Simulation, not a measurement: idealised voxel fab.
process module | voxel gate over fins
cross-section cut | 220 nm wide | cells 5 nm
A cross-section is a grid of square cells, given in bands from the top down. A band is one or more rows of cells.
Each band's line starts with the height of the band's top and of its bottom, in nm. Then come its materials from left to right, each with its width in nm. One material with "throughout" fills the band from edge to edge. "air" is empty space.
Height 0 is the level under which the wafer as received is all one material. The lowest band goes on downwards, as in "0 down".
A width such as "30 to 40" changes by the same amount from each row of cells to the next, from the band's top row to its bottom row.
"no change" after a step means that no cell of the cross-section changed.
closed voids: empty space of 8 cells or more with no open way to the top, each as width x height at its distance from the left edge, in nm
after a step's settings: what the simulator itself notes on the step
overlay nm, on a step with a mask: how far to the right of its planned place the mask lay; to the left if negative
plan
1 op RECEIVE | material Si
2 op CONFORMAL_DEP | material SiN | thk nm 10
3 op DIRECTIONAL_DEP | material aC | thk nm 15
4 op PATTERN | tone cover | mask id FINS | material resist | width nm 15 | pitch nm 40 | thk nm 35 | overlay nm 0
5 op DIRECTIONAL_ETCH | etch materials aC | depth nm 15
6 op STRIP | etch materials resist
7 op DIRECTIONAL_ETCH | etch materials SiN | depth nm 10
8 op DIRECTIONAL_ETCH | etch materials Si | depth nm 40
9 op STRIP | etch materials aC
10 op OXIDIZE | depth nm 5
11 op FILL_DEP | material SiO2 | thk nm 5
12 op CMP | height nm 10
13 op SELECTIVE_ETCH | etch materials SiO2 | depth nm 25
14 op STRIP | etch materials SiN
15 op CONFORMAL_DEP | material HfO2 | thk nm 5
16 op CONFORMAL_DEP | material TiN | thk nm 5
17 op CONFORMAL_DEP | material TiAl | thk nm 5
18 op CONFORMAL_DEP | material TiN | thk nm 5
19 op FILL_DEP | material W | thk nm 15
20 op CMP | height nm 30
21 op CONFORMAL_DEP | material SiCN | thk nm 5
first wafer, as planned
as received, after step 1
  0 down: Si throughout
  closed voids: none
after step 2
  10 to 0: SiN throughout
  below 0: unchanged
after step 3
  25 to 10: aC throughout
  below 10: unchanged
after step 4
  60 to 25: air 40 | resist 15 | air 25 | resist 15 | air 25 | resist 15 | air 25 | resist 15 | air 45
  below 25: unchanged
after step 5
  45 to 25: air 40 | resist 15 | air 25 | resist 15 | air 25 | resist 15 | air 25 | resist 15 | air 45
  25 to 10: air 40 | aC 15 | air 25 | aC 15 | air 25 | aC 15 | air 25 | aC 15 | air 45
  below 10: unchanged
after step 6
  25 to 10: air 40 | aC 15 | air 25 | aC 15 | air 25 | aC 15 | air 25 | aC 15 | air 45
  below 10: unchanged
after step 7
  25 to 10: air 40 | aC 15 | air 25 | aC 15 | air 25 | aC 15 | air 25 | aC 15 | air 45
  10 to 0: air 40 | SiN 15 | air 25 | SiN 15 | air 25 | SiN 15 | air 25 | SiN 15 | air 45
  below 0: unchanged
after step 8
  25 to 10: air 40 | aC 15 | air 25 | aC 15 | air 25 | aC 15 | air 25 | aC 15 | air 45
  10 to 0: air 40 | SiN 15 | air 25 | SiN 15 | air 25 | SiN 15 | air 25 | SiN 15 | air 45
  0 to -40: air 40 | Si 15 | air 25 | Si 15 | air 25 | Si 15 | air 25 | Si 15 | air 45
  below -40: unchanged
after step 9
  10 to 0: air 40 | SiN 15 | air 25 | SiN 15 | air 25 | SiN 15 | air 25 | SiN 15 | air 45
  below 0: unchanged
after step 10
  10 to 0: air 40 | SiN 15 | air 25 | SiN 15 | air 25 | SiN 15 | air 25 | SiN 15 | air 45
  0 to -40: air 40 | SiO2 5 | Si 5 | SiO2 5 | air 25 | SiO2 5 | Si 5 | SiO2 5 | air 25 | SiO2 5 | Si 5 | SiO2 5 | air 25 | SiO2 5 | Si 5 | SiO2 5 | air 45
  -40 to -45: SiO2 45 | Si 5 | SiO2 35 | Si 5 | SiO2 35 | Si 5 | SiO2 35 | Si 5 | SiO2 50
  below -45: unchanged
after step 11
  15 to 10: SiO2 throughout
  10 to 0: SiO2 40 | SiN 15 | SiO2 25 | SiN 15 | SiO2 25 | SiN 15 | SiO2 25 | SiN 15 | SiO2 45
  0 to -45: SiO2 45 | Si 5 | SiO2 35 | Si 5 | SiO2 35 | Si 5 | SiO2 35 | Si 5 | SiO2 50
  below -45: unchanged
after step 12
  10 to 0: SiO2 40 | SiN 15 | SiO2 25 | SiN 15 | SiO2 25 | SiN 15 | SiO2 25 | SiN 15 | SiO2 45
  below 0: unchanged
after step 13
  10 to 0: air 40 | SiN 15 | air 25 | SiN 15 | air 25 | SiN 15 | air 25 | SiN 15 | air 45
  0 to -15: air 45 | Si 5 | air 35 | Si 5 | air 35 | Si 5 | air 35 | Si 5 | air 50
  below -15: unchanged
after step 14
  0 to -15: air 45 | Si 5 | air 35 | Si 5 | air 35 | Si 5 | air 35 | Si 5 | air 50
  below -15: unchanged
after step 15
  5 to 0: air 40 | HfO2 15 | air 25 | HfO2 15 | air 25 | HfO2 15 | air 25 | HfO2 15 | air 45
  0 to -10: air 40 | HfO2 5 | Si 5 | HfO2 5 | air 25 | HfO2 5 | Si 5 | HfO2 5 | air 25 | HfO2 5 | Si 5 | HfO2 5 | air 25 | HfO2 5 | Si 5 | HfO2 5 | air 45
  -10 to -15: HfO2 45 | Si 5 | HfO2 35 | Si 5 | HfO2 35 | Si 5 | HfO2 35 | Si 5 | HfO2 50
  below -15: unchanged
after step 16
  10 to 5: air 35 | TiN 25 | air 15 | TiN 25 | air 15 | TiN 25 | air 15 | TiN 25 | air 40
  5 to 0: air 35 | TiN 5 | HfO2 15 | TiN 5 | air 15 | TiN 5 | HfO2 15 | TiN 5 | air 15 | TiN 5 | HfO2 15 | TiN 5 | air 15 | TiN 5 | HfO2 15 | TiN 5 | air 40
  0 to -5: air 35 | TiN 5 | HfO2 5 | Si 5 | HfO2 5 | TiN 5 | air 15 | TiN 5 | HfO2 5 | Si 5 | HfO2 5 | TiN 5 | air 15 | TiN 5 | HfO2 5 | Si 5 | HfO2 5 | TiN 5 | air 15 | TiN 5 | HfO2 5 | Si 5 | HfO2 5 | TiN 5 | air 40
  -5 to -10: TiN 40 | HfO2 5 | Si 5 | HfO2 5 | TiN 25 | HfO2 5 | Si 5 | HfO2 5 | TiN 25 | HfO2 5 | Si 5 | HfO2 5 | TiN 25 | HfO2 5 | Si 5 | HfO2 5 | TiN 45
  below -10: unchanged
after step 17
  15 to 10: air 30 | TiAl 35 | air 5 | TiAl 35 | air 5 | TiAl 35 | air 5 | TiAl 35 | air 35
  10 to 5: air 30 | TiAl 5 | TiN 25 | TiAl 5 | air 5 | TiAl 5 | TiN 25 | TiAl 5 | air 5 | TiAl 5 | TiN 25 | TiAl 5 | air 5 | TiAl 5 | TiN 25 | TiAl 5 | air 35
  5 to 0: air 30 | TiAl 5 | TiN 5 | HfO2 15 | TiN 5 | TiAl 5 | air 5 | TiAl 5 | TiN 5 | HfO2 15 | TiN 5 | TiAl 5 | air 5 | TiAl 5 | TiN 5 | HfO2 15 | TiN 5 | TiAl 5 | air 5 | TiAl 5 | TiN 5 | HfO2 15 | TiN 5 | TiAl 5 | air 35
  0 to -5: TiAl 35 | TiN 5 | HfO2 5 | Si 5 | HfO2 5 | TiN 5 | TiAl 15 | TiN 5 | HfO2 5 | Si 5 | HfO2 5 | TiN 5 | TiAl 15 | TiN 5 | HfO2 5 | Si 5 | HfO2 5 | TiN 5 | TiAl 15 | TiN 5 | HfO2 5 | Si 5 | HfO2 5 | TiN 5 | TiAl 40
  below -5: unchanged
after step 18
  20 to 15: air 25 | TiN 165 | air 30
  15 to 10: air 25 | TiN 5 | TiAl 35 | TiN 5 | TiAl 35 | TiN 5 | TiAl 35 | TiN 5 | TiAl 35 | TiN 5 | air 30
  10 to 5: air 25 | TiN 5 | TiAl 5 | TiN 25 | TiAl 5 | TiN 5 | TiAl 5 | TiN 25 | TiAl 5 | TiN 5 | TiAl 5 | TiN 25 | TiAl 5 | TiN 5 | TiAl 5 | TiN 25 | TiAl 5 | TiN 5 | air 30
  5 to 0: TiN 30 | TiAl 5 | TiN 5 | HfO2 15 | TiN 5 | TiAl 5 | TiN 5 | TiAl 5 | TiN 5 | HfO2 15 | TiN 5 | TiAl 5 | TiN 5 | TiAl 5 | TiN 5 | HfO2 15 | TiN 5 | TiAl 5 | TiN 5 | TiAl 5 | TiN 5 | HfO2 15 | TiN 5 | TiAl 5 | TiN 35
  below 0: unchanged
after step 19
  35 to 20: W throughout
  20 to 15: W 25 | TiN 165 | W 30
  15 to 10: W 25 | TiN 5 | TiAl 35 | TiN 5 | TiAl 35 | TiN 5 | TiAl 35 | TiN 5 | TiAl 35 | TiN 5 | W 30
  10 to 5: W 25 | TiN 5 | TiAl 5 | TiN 25 | TiAl 5 | TiN 5 | TiAl 5 | TiN 25 | TiAl 5 | TiN 5 | TiAl 5 | TiN 25 | TiAl 5 | TiN 5 | TiAl 5 | TiN 25 | TiAl 5 | TiN 5 | W 30
  below 5: unchanged
after step 20
  30 to 20: W throughout
  below 20: unchanged
after step 21
  35 to 30: SiCN throughout
  below 30: unchanged
second wafer: like start, like plan, one mistake. Through step 12 it matches the first wafer
when step 13 should have ended
  10 to 0: air 40 | SiN 15 | air 25 | SiN 15 | air 25 | SiN 15 | air 25 | SiN 15 | air 45
  0 to -40: air 45 | Si 5 | air 35 | Si 5 | air 35 | Si 5 | air 35 | Si 5 | air 50
  below -40: unchanged
when step 14 should have ended
  0 to -40: air 45 | Si 5 | air 35 | Si 5 | air 35 | Si 5 | air 35 | Si 5 | air 50
  below -40: unchanged
when step 15 should have ended
  5 to 0: air 40 | HfO2 15 | air 25 | HfO2 15 | air 25 | HfO2 15 | air 25 | HfO2 15 | air 45
  0 to -35: air 40 | HfO2 5 | Si 5 | HfO2 5 | air 25 | HfO2 5 | Si 5 | HfO2 5 | air 25 | HfO2 5 | Si 5 | HfO2 5 | air 25 | HfO2 5 | Si 5 | HfO2 5 | air 45
  -35 to -40: HfO2 45 | Si 5 | HfO2 35 | Si 5 | HfO2 35 | Si 5 | HfO2 35 | Si 5 | HfO2 50
  below -40: unchanged
when step 16 should have ended
  10 to 5: air 35 | TiN 25 | air 15 | TiN 25 | air 15 | TiN 25 | air 15 | TiN 25 | air 40
  5 to 0: air 35 | TiN 5 | HfO2 15 | TiN 5 | air 15 | TiN 5 | HfO2 15 | TiN 5 | air 15 | TiN 5 | HfO2 15 | TiN 5 | air 15 | TiN 5 | HfO2 15 | TiN 5 | air 40
  0 to -30: air 35 | TiN 5 | HfO2 5 | Si 5 | HfO2 5 | TiN 5 | air 15 | TiN 5 | HfO2 5 | Si 5 | HfO2 5 | TiN 5 | air 15 | TiN 5 | HfO2 5 | Si 5 | HfO2 5 | TiN 5 | air 15 | TiN 5 | HfO2 5 | Si 5 | HfO2 5 | TiN 5 | air 40
  -30 to -35: TiN 40 | HfO2 5 | Si 5 | HfO2 5 | TiN 25 | HfO2 5 | Si 5 | HfO2 5 | TiN 25 | HfO2 5 | Si 5 | HfO2 5 | TiN 25 | HfO2 5 | Si 5 | HfO2 5 | TiN 45
  below -35: unchanged
when step 17 should have ended
  15 to 10: air 30 | TiAl 35 | air 5 | TiAl 35 | air 5 | TiAl 35 | air 5 | TiAl 35 | air 35
  10 to 5: air 30 | TiAl 5 | TiN 25 | TiAl 5 | air 5 | TiAl 5 | TiN 25 | TiAl 5 | air 5 | TiAl 5 | TiN 25 | TiAl 5 | air 5 | TiAl 5 | TiN 25 | TiAl 5 | air 35
  5 to 0: air 30 | TiAl 5 | TiN 5 | HfO2 15 | TiN 5 | TiAl 5 | air 5 | TiAl 5 | TiN 5 | HfO2 15 | TiN 5 | TiAl 5 | air 5 | TiAl 5 | TiN 5 | HfO2 15 | TiN 5 | TiAl 5 | air 5 | TiAl 5 | TiN 5 | HfO2 15 | TiN 5 | TiAl 5 | air 35
  0 to -25: air 30 | TiAl 5 | TiN 5 | HfO2 5 | Si 5 | HfO2 5 | TiN 5 | TiAl 5 | air 5 | TiAl 5 | TiN 5 | HfO2 5 | Si 5 | HfO2 5 | TiN 5 | TiAl 5 | air 5 | TiAl 5 | TiN 5 | HfO2 5 | Si 5 | HfO2 5 | TiN 5 | TiAl 5 | air 5 | TiAl 5 | TiN 5 | HfO2 5 | Si 5 | HfO2 5 | TiN 5 | TiAl 5 | air 35
  -25 to -30: TiAl 35 | TiN 5 | HfO2 5 | Si 5 | HfO2 5 | TiN 5 | TiAl 15 | TiN 5 | HfO2 5 | Si 5 | HfO2 5 | TiN 5 | TiAl 15 | TiN 5 | HfO2 5 | Si 5 | HfO2 5 | TiN 5 | TiAl 15 | TiN 5 | HfO2 5 | Si 5 | HfO2 5 | TiN 5 | TiAl 40
  below -30: unchanged
when step 18 should have ended
  20 to 15: air 25 | TiN 165 | air 30
  15 to 10: air 25 | TiN 5 | TiAl 35 | TiN 5 | TiAl 35 | TiN 5 | TiAl 35 | TiN 5 | TiAl 35 | TiN 5 | air 30
  10 to 5: air 25 | TiN 5 | TiAl 5 | TiN 25 | TiAl 5 | TiN 5 | TiAl 5 | TiN 25 | TiAl 5 | TiN 5 | TiAl 5 | TiN 25 | TiAl 5 | TiN 5 | TiAl 5 | TiN 25 | TiAl 5 | TiN 5 | air 30
  5 to 0: air 25 | TiN 5 | TiAl 5 | TiN 5 | HfO2 15 | TiN 5 | TiAl 5 | TiN 5 | TiAl 5 | TiN 5 | HfO2 15 | TiN 5 | TiAl 5 | TiN 5 | TiAl 5 | TiN 5 | HfO2 15 | TiN 5 | TiAl 5 | TiN 5 | TiAl 5 | TiN 5 | HfO2 15 | TiN 5 | TiAl 5 | TiN 5 | air 30
  0 to -20: air 25 | TiN 5 | TiAl 5 | TiN 5 | HfO2 5 | Si 5 | HfO2 5 | TiN 5 | TiAl 5 | TiN 5 | TiAl 5 | TiN 5 | HfO2 5 | Si 5 | HfO2 5 | TiN 5 | TiAl 5 | TiN 5 | TiAl 5 | TiN 5 | HfO2 5 | Si 5 | HfO2 5 | TiN 5 | TiAl 5 | TiN 5 | TiAl 5 | TiN 5 | HfO2 5 | Si 5 | HfO2 5 | TiN 5 | TiAl 5 | TiN 5 | air 30
  -20 to -25: TiN 30 | TiAl 5 | TiN 5 | HfO2 5 | Si 5 | HfO2 5 | TiN 5 | TiAl 5 | TiN 5 | TiAl 5 | TiN 5 | HfO2 5 | Si 5 | HfO2 5 | TiN 5 | TiAl 5 | TiN 5 | TiAl 5 | TiN 5 | HfO2 5 | Si 5 | HfO2 5 | TiN 5 | TiAl 5 | TiN 5 | TiAl 5 | TiN 5 | HfO2 5 | Si 5 | HfO2 5 | TiN 5 | TiAl 5 | TiN 35
  below -25: unchanged
when step 19 should have ended
  35 to 20: W throughout
  20 to 15: W 25 | TiN 165 | W 30
  15 to 10: W 25 | TiN 5 | TiAl 35 | TiN 5 | TiAl 35 | TiN 5 | TiAl 35 | TiN 5 | TiAl 35 | TiN 5 | W 30
  10 to 5: W 25 | TiN 5 | TiAl 5 | TiN 25 | TiAl 5 | TiN 5 | TiAl 5 | TiN 25 | TiAl 5 | TiN 5 | TiAl 5 | TiN 25 | TiAl 5 | TiN 5 | TiAl 5 | TiN 25 | TiAl 5 | TiN 5 | W 30
  5 to 0: W 25 | TiN 5 | TiAl 5 | TiN 5 | HfO2 15 | TiN 5 | TiAl 5 | TiN 5 | TiAl 5 | TiN 5 | HfO2 15 | TiN 5 | TiAl 5 | TiN 5 | TiAl 5 | TiN 5 | HfO2 15 | TiN 5 | TiAl 5 | TiN 5 | TiAl 5 | TiN 5 | HfO2 15 | TiN 5 | TiAl 5 | TiN 5 | W 30
  0 to -20: W 25 | TiN 5 | TiAl 5 | TiN 5 | HfO2 5 | Si 5 | HfO2 5 | TiN 5 | TiAl 5 | TiN 5 | TiAl 5 | TiN 5 | HfO2 5 | Si 5 | HfO2 5 | TiN 5 | TiAl 5 | TiN 5 | TiAl 5 | TiN 5 | HfO2 5 | Si 5 | HfO2 5 | TiN 5 | TiAl 5 | TiN 5 | TiAl 5 | TiN 5 | HfO2 5 | Si 5 | HfO2 5 | TiN 5 | TiAl 5 | TiN 5 | W 30
  below -20: unchanged
when step 20 should have ended
  30 to 20: W throughout
  below 20: unchanged
when step 21 should have ended
  35 to 30: SiCN throughout
  below 30: unchanged
what went wrong: step 13 was run twice
at the end the second wafer has, in cells: 40 more of HfO2 | 200 fewer of SiO2 | 40 more of TiAl | 65 more of TiN | 55 more of W
